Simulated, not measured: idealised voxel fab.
Process module in this document: voxel double patterning
It is cross-section cut that appears here, measuring 290 nm in width, its square cells being 5 nm in size.
Cross-section format: a grid of square cells, given as bands from top to bottom; each band is one or more rows of cells. Each band's line starts with the height of the band's top and of its bottom, in nm. Then come its materials from left to right, each with its width in nm. One material with "full width" fills the band from edge to edge. "air" is empty space. Height is counted from the level 0, under which the received wafer is composed throughout of one material. The lowest of the bands is not closed at the bottom but continues downward, in the notation "z 0 and below". Width: "30..40" (first number = top row, second number = bottom row, same change from row to row of cells). Key: "remains unaltered" - step with no changed cell in the cross-section. What "Entrapped void list" gives you is every empty space of 8 cells or more that is cut off from the top. Each appears as width x height at distance, with the distance taken from the left edge and width, height and distance all in nm. What comes after the settings on a step's line is commentary from the simulator itself on that step. A step line may carry the setting "overlay nm", which, for steps involving a mask, states the distance by which the mask lay to the right of its intended position; negative values denote displacement to the left.
# Steps planned for the process
- 1: RECEIVE,material Si
- 2: CONFORMAL_DEP,material SiN,thk nm 5
- 3: DIRECTIONAL_DEP,material SiO2,thk nm 5
- 4: DIRECTIONAL_DEP,material SiCN,thk nm 5
- 5: DIRECTIONAL_DEP,material aC,thk nm 10
- 6: PATTERN,tone open,mask id FIRST,material resist,width nm 15,pitch nm 50,thk nm 30,overlay nm 0
- 7: DIRECTIONAL_ETCH,etch materials aC,depth nm 10
- 8: STRIP,etch materials resist
- 9: DIRECTIONAL_ETCH,etch materials SiCN,depth nm 5
- 10: STRIP,etch materials aC
- 11: PATTERN,tone open,mask id SECOND,material resist,width nm 15,thk nm 20,overlay nm 0
- 12: DIRECTIONAL_ETCH,etch materials SiCN,depth nm 5
- 13: STRIP,etch materials resist
- 14: DIRECTIONAL_ETCH,etch materials SiO2,depth nm 15
- 15: STRIP,etch materials SiCN
For this document, wafers share an identical start and vary in the step 3 thk nm; the plan quotes the first wafer's value.
# The first of several wafers, as received after step 1, seen in section
> z 0 and below  Si full width
> Entrapped void list: none
# The following table contains a row per wafer, in which are reported, at the conclusion of the module, the cells of each material gained (+) or lost (-) since the wafer's receipt, with its closed voids given thereafter
thk nm 5, +58 SiN, +49 SiO2, Entrapped void list: none
thk nm 10, +58 SiN, +98 SiO2, Entrapped void list: none
thk nm 15, +58 SiN, +147 SiO2, Entrapped void list: none
thk nm 20, +58 SiN, +205 SiO2, Entrapped void list: none
thk nm 25, +58 SiN, +263 SiO2, Entrapped void list: none
thk nm 30, +58 SiN, +321 SiO2, Entrapped void list: none
